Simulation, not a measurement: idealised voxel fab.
Process module under the name voxel spacer lines
Shown is cross-section cut, with a width of 195 nm and square cells of size 5 nm.
Cross-section layout: square cells on a grid; listed as bands, top to bottom; a band spans one or more cell rows.
Heads up on the band format: heights come first, top then bottom, in nm. After that it's the materials left to right, each with its width in nm. A single material flagged "everywhere" fills the whole band edge to edge, and "blank" means there's empty space there.
Heights are reckoned from 0. Under this level, the received wafer is all of one material. The bottommost band is open-ended downward, for example "from 0 down".
You'd read "30->40" like this: the band's top row of cells is as wide as the first number, its bottom row is as wide as the second, and going down, every row changes width by the same amount as the row before did.
For the purposes of this document, the phrase "no modification" attached to a step denotes that no cell within the cross-section was modified by that step.
Basically, "Closed internal voids" tells you about the enclosed voids: empty spaces with no open way to the top, 8 cells or bigger, each written width x height at distance, where distance is from the left edge, all in nm.
Formally, on a step line, whatever follows the settings is a remark that the simulator itself makes on the step.
"overlay nm" answers the question of how far to the right of plan the mask lay on a step that has a mask, and when it is negative the answer is to the left.

Plan:
| 1 | RECEIVE [material Si] |
| 2 | CONFORMAL_DEP [material Al2O3] [thk nm 10] |
| 3 | DIRECTIONAL_DEP [material polySi] [thk nm 10] |
| 4 | DIRECTIONAL_DEP [material aC] [thk nm 25] |
| 5 | PATTERN [tone cover] [mask id MANDREL] [material resist] [width nm 15] [pitch nm 50] [thk nm 35] [overlay nm 0] |
| 6 | DIRECTIONAL_ETCH [etch materials aC] [depth nm 25] |
| 7 | STRIP [etch materials resist] |
| 8 | CONFORMAL_DEP [material SiO2] [thk nm 10] |
| 9 | DIRECTIONAL_ETCH [etch materials SiO2] [depth nm 10] |
| 10 | STRIP [etch materials aC] |
| 11 | DIRECTIONAL_ETCH [etch materials polySi] [depth nm 10] |
| 12 | STRIP [etch materials SiO2] |

This is the cross-section of the wafer as we received it, i.e. after step 1:
    from 0 down: Si everywhere
    Closed internal voids: none

Cross-section, first of two wafers, end of module, run as planned:
    from 20 to 10: blank 30 nm | polySi 10 nm | blank 15 nm | polySi 10 nm | blank 15 nm | polySi 10 nm | blank 15 nm | polySi 10 nm | blank 15 nm | polySi 10 nm | blank 15 nm | polySi 10 nm | blank 30 nm
    from 10 to 0: Al2O3 everywhere
    from 0 down: Si everywhere
    Closed internal voids: none

Module end: cross-section of wafer two of two. Same start and process plan as the first wafer. One mistake during execution:
    from 20 to 10: blank 30 nm | polySi 10 nm | blank 20 nm | polySi 10 nm | blank 10 nm | polySi 10 nm | blank 20 nm | polySi 10 nm | blank 10 nm | polySi 10 nm | blank 20 nm | polySi 10 nm | blank 25 nm
    from 10 to 0: Al2O3 everywhere
    from 0 down: Si everywhere
    Closed internal voids: none
What was the processing mistake? step 5 changed vs plan, executed as PATTERN [tone cover] [mask id MANDREL] [material resist] [width nm 20] [pitch nm 50] [thk nm 35] [overlay nm 0]
Cell counts per material: same on both final wafers. Positions: different.
